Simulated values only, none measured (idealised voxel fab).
The process module presented herein is designated voxel ribs on slabs.
Cross-section cut spans 240 nm and uses square cells 5 nm in size.
Think of the cross-section as a grid of square cells. We describe it in bands, top to bottom, and each band covers one or more rows of those cells. Band: top height; bottom height; in nm. Then, left to right: material with width in nm, for each material. "edge to edge": a single material spanning edge to edge. "air": empty space. The reference from which all heights are counted is 0, the level beneath which the as-received wafer is entirely one material; the lowest band, having no lower bound, proceeds downward and is written after the example "top 0, no bottom". The expression "30 to 40" gives the width at the extremes of the band, the first number at its top row of cells and the second at its bottom row, with the width changing by equal amounts from each row to the next in between. "same as before" (step): cross-section cells unchanged, all of them. This entry, "Closed voids list", enumerates those empty regions of no fewer than 8 cells that possess no open connection to the top. Each region is reported in the form width x height at distance, the distance being taken from the left edge, with all three quantities expressed in nm. Note: text after step settings on the step line = simulator remark on that step. What "overlay nm" on a step's line means: if the step has a mask, that mask lay this far to the right of its planned place, or, when the value is negative, to the left.

Here's what the planned process steps look like:
1,op RECEIVE | material Si
2,op DIRECTIONAL_DEP | material SiO2 | thk nm 20
3,op DIRECTIONAL_DEP | material SiN | thk nm 20
4,op DIRECTIONAL_DEP | material aC | thk nm 10
5,op PATTERN | tone cover | mask id RIB | material resist | width nm 30 | thk nm 30 | overlay nm 0
6,op DIRECTIONAL_ETCH | etch materials aC | depth nm 10
7,op STRIP | etch materials resist
8,op DIRECTIONAL_ETCH | etch materials SiN | depth nm 15
9,op STRIP | etch materials aC
10,op MASKED_ETCH | tone cover | mask id SLAB | width nm 60 | etch materials SiN | depth nm 5 | overlay nm 0
11,op FILL_DEP | material SiO2 | thk nm 15
12,op CMP | height nm 50
13,op DIRECTIONAL_DEP | material W | thk nm 5
14,op MASKED_ETCH | tone cover | mask id HEATER | width nm 40 | etch materials W | depth nm 5 | overlay nm 0
15,op CONFORMAL_DEP | material SiN | thk nm 10

The cross-section here shows the wafer as received, i.e. in its state after step 1:
* top 0, no bottom  Si edge to edge
* Closed voids list: none

The first of two wafers, cross-sectioned at the end of the module, with the run proceeding as planned:
* top 65, bottom 60  90 air / 60 SiN / 90 air
* top 60, bottom 55  SiN edge to edge
* top 55, bottom 50  100 SiN / 40 W / 100 SiN
* top 50, bottom 40  SiO2 edge to edge
* top 40, bottom 25  105 SiO2 / 30 SiN / 105 SiO2
* top 25, bottom 20  90 SiO2 / 60 SiN / 90 SiO2
* top 20, bottom 0  SiO2 edge to edge
* top 0, no bottom  Si edge to edge
* Closed voids list: none

Here is the second of the two wafers cut open at the end of the module - same start, same plan as the first one, but we made one mistake running it:
* top 65, bottom 60  90 air / 60 SiN / 90 air
* top 60, bottom 55  SiN edge to edge
* top 55, bottom 50  100 SiN / 40 W / 100 SiN
* top 50, bottom 40  105 to 90 SiO2 / 30 to 60 SiN / 105 to 90 SiO2
* top 40, bottom 0  SiO2 edge to edge
* top 0, no bottom  Si edge to edge
* Closed voids list: none
Processing error: plan step 2 was twice executed
Upon completion, the second wafer contains, in terms of cells, a greater or smaller amount of certain materials than the first wafer: -12 SiN, +12 SiO2
